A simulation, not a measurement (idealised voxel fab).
process module | voxel double patterning
cross-section cut | 215 nm wide | cells 5 nm
A cross-section is a grid of square cells, given in bands from the top down. A band is one or more rows of cells.
Each band's line starts with the height of the band's top and of its bottom, in nm. Then come its materials from left to right, each with its width in nm. One material with "throughout" fills the band from edge to edge. "air" is empty space.
Height 0 is the level under which the wafer as received is all one material. The lowest band goes on downwards, as in "0 down".
A width such as "30 to 40" changes by the same amount from each row of cells to the next, from the band's top row to its bottom row.
"no change" after a step means that no cell of the cross-section changed.
closed voids: empty space of 8 cells or more with no open way to the top, each as width x height at its distance from the left edge, in nm
after a step's settings: what the simulator itself notes on the step
overlay nm, on a step with a mask: how far to the right of its planned place the mask lay; to the left if negative
plan
1 op RECEIVE | material Si
2 op CONFORMAL_DEP | material SiO2 | thk nm 10
3 op DIRECTIONAL_DEP | material polySi | thk nm 10
4 op DIRECTIONAL_DEP | material SiCN | thk nm 5
5 op PATTERN | tone open | mask id FIRST | material resist | width nm 15 | pitch nm 50 | thk nm 15 | overlay nm 0
6 op DIRECTIONAL_ETCH | etch materials SiCN | depth nm 5
7 op STRIP | etch materials resist
8 op PATTERN | tone open | mask id SECOND | material resist | width nm 15 | thk nm 20 | overlay nm 0
9 op DIRECTIONAL_ETCH | etch materials SiCN | depth nm 5
10 op STRIP | etch materials resist
11 op DIRECTIONAL_ETCH | etch materials polySi | depth nm 5
12 op STRIP | etch materials SiCN
varied across the wafers: depth nm of step 11. The plan shows the first wafer's value. All wafers start alike
first wafer as received, after step 1
  0 down: Si throughout
  closed voids: none
each wafer at the end: cells of each material gained (+) or lost (-) since it was received, then its closed voids
depth nm 5 | +86 SiO2 | +77 polySi | closed voids: none
depth nm 10 | +86 SiO2 | +68 polySi | closed voids: none
depth nm 15 | +86 SiO2 | +68 polySi | closed voids: none
depth nm 20 | +86 SiO2 | +68 polySi | closed voids: none
depth nm 25 | +86 SiO2 | +68 polySi | closed voids: none
